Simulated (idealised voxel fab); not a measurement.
Proc. module: voxel fin reveal
Section shown: cut. Width: 230 nm. Cell size: 5 nm, square.
How to read a cross-section here: the picture is a grid of square cells, written as bands going from the top down, and any band can span one or more rows of cells. The entry gives the band's vertical extent as a top height and a bottom height in nm, then its horizontal make-up as materials from left to right, each with a width in nm. "air" stands for empty space; a single material marked "throughout" fills the band edge to edge. Zero point of the height axis is 0; under it, received wafer = one material. Lowest band: continues down indefinitely, "0 and below". The width entry "30..40" should be interpreted row by row: the top row of cells in the band takes the first number, the bottom row takes the second number, and the change between adjacent rows is uniform throughout. Key: "no modifications" - step with no changed cell in the cross-section. For the entry "Sealed void listing", the listed items are empty spaces with no open way to the top whose size is 8 cells or more; each item follows the pattern width x height at distance, where distance is from the left edge and all three are in nm. Heads up: the bit after the settings on a step's line is the simulator's remark on that step. The "overlay nm" setting may appear on a step's line; for a step that uses a mask, it gives how far to the right of its planned position the mask lay, and a negative value indicates the left.

[Steps planned for the process]
| 1 | RECEIVE [material Si] |
| 2 | CONFORMAL_DEP [material SiN] [thk nm 5] |
| 3 | DIRECTIONAL_DEP [material aC] [thk nm 10] |
| 4 | PATTERN [tone cover] [mask id FINS] [material resist] [width nm 15] [pitch nm 40] [thk nm 25] [overlay nm -15] |
| 5 | DIRECTIONAL_ETCH [etch materials aC] [depth nm 10] |
| 6 | STRIP [etch materials resist] |
| 7 | DIRECTIONAL_ETCH [etch materials SiN] [depth nm 5] |
| 8 | DIRECTIONAL_ETCH [etch materials Si] [depth nm 30] |
| 9 | STRIP [etch materials aC] |
| 10 | OXIDIZE [depth nm 5] |
| 11 | FILL_DEP [material SiO2] [thk nm 10] |
| 12 | CMP [height nm 5] |
| 13 | SELECTIVE_ETCH [etch materials SiO2] [depth nm 15] |
| 14 | STRIP [etch materials SiN] |
| 15 | CONFORMAL_DEP [material HfO2] [thk nm 5] |
The plan's step 4 overlay nm is the first wafer's value; the wafers differ in this setting and start identical.

[Cross-sectional view of the first of several wafers in the as-received condition, corresponding to the state following step 1]
> 0 and below = Si throughout
> Sealed void listing: none

[Row per wafer, end-of-module: cell gain (+)/loss (-) by material since the wafer came in, then closed voids]
overlay nm -15, +54 HfO2, -308 Si, +220 SiO2, Sealed void listing: none
overlay nm -10, +54 HfO2, -308 Si, +220 SiO2, Sealed void listing: none
overlay nm -5, +54 HfO2, -308 Si, +220 SiO2, Sealed void listing: none
overlay nm 0, +54 HfO2, -308 Si, +220 SiO2, Sealed void listing: none
overlay nm 5, +54 HfO2, -308 Si, +220 SiO2, Sealed void listing: none
overlay nm 10, +54 HfO2, -308 Si, +220 SiO2, Sealed void listing: none
overlay nm 15, +54 HfO2, -308 Si, +220 SiO2, Sealed void listing: none
